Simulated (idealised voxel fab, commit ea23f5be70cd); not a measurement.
Documented hereafter: the process module known as voxel self aligned vias.
In the cross-section labelled cut, the width is 245 nm and each square cell is 5 nm.
How to read a cross-section here: the picture is a grid of square cells, written as bands going from the top down, and any band can span one or more rows of cells.
Basically the band line says how high the top is and how high the bottom is, in nm, and then what's in it from left to right, every material with its width in nm. Empty space shows up as "blank", and if a single material carries "edge to edge" it runs the full band edge to edge.
The reference from which all heights are counted is 0, the level beneath which the as-received wafer is entirely one material; the lowest band, having no lower bound, proceeds downward and is written after the example "from 0 down".
The width entry "30..40" should be interpreted row by row: the top row of cells in the band takes the first number, the bottom row takes the second number, and the change between adjacent rows is uniform throughout.
"nothing altered" means the step left every cell of the cross-section as it was.
In the "Enclosed void inventory" entry, you get each enclosed empty space of 8 cells or more, one with no open way to the top, written width x height at distance, distance from the left edge, in nm.
What comes after the settings on a step's line is commentary from the simulator itself on that step.
overlay nm: where the mask lay relative to plan, measured to the right, on steps with a mask; negatives go left.
**Set out below are the planned steps of the process**
1,RECEIVE,material Si
2,CONFORMAL_DEP,material SiO2,thk nm 15
3,CONFORMAL_DEP,material SiCN,thk nm 5
4,DIRECTIONAL_DEP,material lowk,thk nm 20
5,DIRECTIONAL_DEP,material aC,thk nm 10
6,PATTERN,tone open,mask id LINES,material resist,width nm 30,pitch nm 70,thk nm 30,overlay nm 0
7,DIRECTIONAL_ETCH,etch materials aC,depth nm 10
8,STRIP,etch materials resist
9,DIRECTIONAL_ETCH,etch materials lowk,depth nm 20
10,STRIP,etch materials aC
11,CONFORMAL_DEP,material TiN,thk nm 5
12,FILL_DEP,material W,thk nm 10
13,CMP,height nm 40
14,SELECTIVE_ETCH,etch materials W Ru TiN,depth nm 10
15,FILL_DEP,material SiN,thk nm 10
16,CMP,height nm 40
17,DIRECTIONAL_DEP,material lowk,thk nm 20
18,PATTERN,tone open,mask id VIAS,material resist,width nm 40,pitch nm 70,thk nm 15,overlay nm 0
19,DIRECTIONAL_ETCH,etch materials lowk,depth nm 20
20,DIRECTIONAL_ETCH,etch materials SiN,depth nm 10
21,STRIP,etch materials resist
22,CONFORMAL_DEP,material TiN,thk nm 5
23,FILL_DEP,material Ru,thk nm 10
24,CMP,height nm 60
25,CONFORMAL_DEP,material SiCN,thk nm 5
**First wafer, two in total, run as planned**
**Cross-section of the wafer as it came to us, i.e., already through step 1**
> from 0 down  Si edge to edge
> Enclosed void inventory: none
**Cross-sectional representation of the wafer at the conclusion of step 2**
> from 15 to 0  SiO2 edge to edge
> Below 0, the layers are the same as they were.
**Cross-sectional representation of the wafer at the conclusion of step 3**
> from 20 to 15  SiCN edge to edge
> Below 15, the layers are the same as they were.
**Cross-sectional representation of the wafer at the conclusion of step 4**
> from 40 to 20  lowk edge to edge
> Below 20, the layers are the same as they were.
**Cross-sectional representation of the wafer at the conclusion of step 5**
> from 50 to 40  aC edge to edge
> Below 40, the layers are the same as they were.
**Cross-sectional representation of the wafer at the conclusion of step 6**
> from 80 to 50  35 of resist / 30 of blank / 40 of resist / 30 of blank / 40 of resist / 30 of blank / 40 of resist
> Below 50, the layers are the same as they were.
**Cross-sectional representation of the wafer at the conclusion of step 7**
> from 70 to 50  35 of resist / 30 of blank / 40 of resist / 30 of blank / 40 of resist / 30 of blank / 40 of resist
> from 50 to 40  35 of aC / 30 of blank / 40 of aC / 30 of blank / 40 of aC / 30 of blank / 40 of aC
> Below 40, the layers are the same as they were.
**Cross-sectional representation of the wafer at the conclusion of step 8**
> from 50 to 40  35 of aC / 30 of blank / 40 of aC / 30 of blank / 40 of aC / 30 of blank / 40 of aC
> Below 40, the layers are the same as they were.
**Cross-sectional representation of the wafer at the conclusion of step 9**
> from 50 to 40  35 of aC / 30 of blank / 40 of aC / 30 of blank / 40 of aC / 30 of blank / 40 of aC
> from 40 to 20  35 of lowk / 30 of blank / 40 of lowk / 30 of blank / 40 of lowk / 30 of blank / 40 of lowk
> Below 20, the layers are the same as they were.
**Cross-sectional representation of the wafer at the conclusion of step 10**
> from 40 to 20  35 of lowk / 30 of blank / 40 of lowk / 30 of blank / 40 of lowk / 30 of blank / 40 of lowk
> Below 20, the layers are the same as they were.
**Cross-sectional representation of the wafer at the conclusion of step 11**
> from 45 to 40  40 of TiN / 20 of blank / 50 of TiN / 20 of blank / 50 of TiN / 20 of blank / 45 of TiN
> from 40 to 25  35 of lowk / 5 of TiN / 20 of blank / 5 of TiN / 40 of lowk / 5 of TiN / 20 of blank / 5 of TiN / 40 of lowk / 5 of TiN / 20 of blank / 5 of TiN / 40 of lowk
> from 25 to 20  35 of lowk / 30 of TiN / 40 of lowk / 30 of TiN / 40 of lowk / 30 of TiN / 40 of lowk
> Below 20, the layers are the same as they were.
**Cross-sectional representation of the wafer at the conclusion of step 12**
> from 55 to 45  W edge to edge
> from 45 to 40  40 of TiN / 20 of W / 50 of TiN / 20 of W / 50 of TiN / 20 of W / 45 of TiN
> from 40 to 25  35 of lowk / 5 of TiN / 20 of W / 5 of TiN / 40 of lowk / 5 of TiN / 20 of W / 5 of TiN / 40 of lowk / 5 of TiN / 20 of W / 5 of TiN / 40 of lowk
> Below 25, the layers are the same as they were.
**Cross-sectional representation of the wafer at the conclusion of step 13**
> from 40 to 25  35 of lowk / 5 of TiN / 20 of W / 5 of TiN / 40 of lowk / 5 of TiN / 20 of W / 5 of TiN / 40 of lowk / 5 of TiN / 20 of W / 5 of TiN / 40 of lowk
> Below 25, the layers are the same as they were.
**Cross-sectional representation of the wafer at the conclusion of step 14**
> from 40 to 30  35 of lowk / 30 of blank / 40 of lowk / 30 of blank / 40 of lowk / 30 of blank / 40 of lowk
> Below 30, the layers are the same as they were.
**Cross-sectional representation of the wafer at the conclusion of step 15**
> from 50 to 40  SiN edge to edge
> from 40 to 30  35 of lowk / 30 of SiN / 40 of lowk / 30 of SiN / 40 of lowk / 30 of SiN / 40 of lowk
> Below 30, the layers are the same as they were.
**Cross-sectional representation of the wafer at the conclusion of step 16**
> from 40 to 30  35 of lowk / 30 of SiN / 40 of lowk / 30 of SiN / 40 of lowk / 30 of SiN / 40 of lowk
> Below 30, the layers are the same as they were.
**Cross-sectional representation of the wafer at the conclusion of step 17**
> from 60 to 40  lowk edge to edge
> Below 40, the layers are the same as they were.
**Cross-sectional representation of the wafer at the conclusion of step 18**
> from 75 to 60  30 of resist / 40 of blank / 30 of resist / 40 of blank / 30 of resist / 40 of blank / 35 of resist
> Below 60, the layers are the same as they were.
**Cross-sectional representation of the wafer at the conclusion of step 19**
> from 75 to 60  30 of resist / 40 of blank / 30 of resist / 40 of blank / 30 of resist / 40 of blank / 35 of resist
> from 60 to 40  30 of lowk / 40 of blank / 30 of lowk / 40 of blank / 30 of lowk / 40 of blank / 35 of lowk
> Below 40, the layers are the same as they were.
**Cross-sectional representation of the wafer at the conclusion of step 20**
> from 75 to 60  30 of resist / 40 of blank / 30 of resist / 40 of blank / 30 of resist / 40 of blank / 35 of resist
> from 60 to 40  30 of lowk / 40 of blank / 30 of lowk / 40 of blank / 30 of lowk / 40 of blank / 35 of lowk
> from 40 to 30  35 of lowk / 30 of blank / 40 of lowk / 30 of blank / 40 of lowk / 30 of blank / 40 of lowk
> Below 30, the layers are the same as they were.
**Cross-sectional representation of the wafer at the conclusion of step 21**
> from 60 to 40  30 of lowk / 40 of blank / 30 of lowk / 40 of blank / 30 of lowk / 40 of blank / 35 of lowk
> Below 40, the layers are the same as they were.
**Cross-sectional representation of the wafer at the conclusion of step 22**
> from 65 to 60  35 of TiN / 30 of blank / 40 of TiN / 30 of blank / 40 of TiN / 30 of blank / 40 of TiN
> from 60 to 45  30 of lowk / 5 of TiN / 30 of blank / 5 of TiN / 30 of lowk / 5 of TiN / 30 of blank / 5 of TiN / 30 of lowk / 5 of TiN / 30 of blank / 5 of TiN / 35 of lowk
> from 45 to 35  30..35 of lowk / 10..5 of TiN / 20 of blank / 10..5 of TiN / 30..40 of lowk / 10..5 of TiN / 20 of blank / 10..5 of TiN / 30..40 of lowk / 10..5 of TiN / 20 of blank / 10..5 of TiN / 35..40 of lowk
> from 35 to 30  35 of lowk / 30 of TiN / 40 of lowk / 30 of TiN / 40 of lowk / 30 of TiN / 40 of lowk
> Below 30, the layers are the same as they were.
**Cross-sectional representation of the wafer at the conclusion of step 23**
> from 75 to 65  Ru edge to edge
> from 65 to 60  35 of TiN / 30 of Ru / 40 of TiN / 30 of Ru / 40 of TiN / 30 of Ru / 40 of TiN
> from 60 to 45  30 of lowk / 5 of TiN / 30 of Ru / 5 of TiN / 30 of lowk / 5 of TiN / 30 of Ru / 5 of TiN / 30 of lowk / 5 of TiN / 30 of Ru / 5 of TiN / 35 of lowk
> from 45 to 35  30..35 of lowk / 10..5 of TiN / 20 of Ru / 10..5 of TiN / 30..40 of lowk / 10..5 of TiN / 20 of Ru / 10..5 of TiN / 30..40 of lowk / 10..5 of TiN / 20 of Ru / 10..5 of TiN / 35..40 of lowk
> Below 35, the layers are the same as they were.
**Cross-sectional representation of the wafer at the conclusion of step 24**
> from 60 to 45  30 of lowk / 5 of TiN / 30 of Ru / 5 of TiN / 30 of lowk / 5 of TiN / 30 of Ru / 5 of TiN / 30 of lowk / 5 of TiN / 30 of Ru / 5 of TiN / 35 of lowk
> Below 45, the layers are the same as they were.
**Cross-sectional representation of the wafer at the conclusion of step 25**
> from 65 to 60  SiCN edge to edge
> Below 60, the layers are the same as they were.
**Second wafer - shared start and plan with the first - one error in running - same as the first up to step 17 inclusive**
**Cross-section of the second wafer at the time by which step 18 should have been completed according to the plan**
> from 75 to 60  30 of blank / 40 of resist / 30 of blank / 40 of resist / 30 of blank / 40 of resist / 35 of blank
> Below 60, the layers are the same as they were.
**Cross-section of the second wafer at the time by which step 19 should have been completed according to the plan**
> from 75 to 60  30 of blank / 40 of resist / 30 of blank / 40 of resist / 30 of blank / 40 of resist / 35 of blank
> from 60 to 40  30 of blank / 40 of lowk / 30 of blank / 40 of lowk / 30 of blank / 40 of lowk / 35 of blank
> Below 40, the layers are the same as they were.
Cross-section of the second wafer at the time by which step 20 should have been completed according to the plan: nothing altered
**Cross-section of the second wafer at the time by which step 21 should have been completed according to the plan**
> from 60 to 40  30 of blank / 40 of lowk / 30 of blank / 40 of lowk / 30 of blank / 40 of lowk / 35 of blank
> Below 40, the layers are the same as they were.
**Cross-section of the second wafer at the time by which step 22 should have been completed according to the plan**
> from 65 to 60  25 of blank / 50 of TiN / 20 of blank / 50 of TiN / 20 of blank / 50 of TiN / 30 of blank
> from 60 to 45  25 of blank / 5 of TiN / 40 of lowk / 5 of TiN / 20 of blank / 5 of TiN / 40 of lowk / 5 of TiN / 20 of blank / 5 of TiN / 40 of lowk / 5 of TiN / 30 of blank
> from 45 to 40  30 of TiN / 40 of lowk / 30 of TiN / 40 of lowk / 30 of TiN / 40 of lowk / 35 of TiN
> Below 40, the layers are the same as they were.
**Cross-section of the second wafer at the time by which step 23 should have been completed according to the plan**
> from 75 to 65  Ru edge to edge
> from 65 to 60  25 of Ru / 50 of TiN / 20 of Ru / 50 of TiN / 20 of Ru / 50 of TiN / 30 of Ru
> from 60 to 45  25 of Ru / 5 of TiN / 40 of lowk / 5 of TiN / 20 of Ru / 5 of TiN / 40 of lowk / 5 of TiN / 20 of Ru / 5 of TiN / 40 of lowk / 5 of TiN / 30 of Ru
> Below 45, the layers are the same as they were.
**Cross-section of the second wafer at the time by which step 24 should have been completed according to the plan**
> from 60 to 45  25 of Ru / 5 of TiN / 40 of lowk / 5 of TiN / 20 of Ru / 5 of TiN / 40 of lowk / 5 of TiN / 20 of Ru / 5 of TiN / 40 of lowk / 5 of TiN / 30 of Ru
> Below 45, the layers are the same as they were.
**Cross-section of the second wafer at the time by which step 25 should have been completed according to the plan**
> from 65 to 60  SiCN edge to edge
> Below 60, the layers are the same as they were.
Short version of what went wrong: the process deviated at step 18: the operation and settings actually run there were PATTERN,tone cover,mask id VIAS,material resist,width nm 40,pitch nm 70,thk nm 15,overlay nm 0
Upon completion, the second wafer contains, in terms of cells, a greater or smaller amount of certain materials than the first wafer: -21 Ru | +36 SiN | -11 TiN | -4 lowk
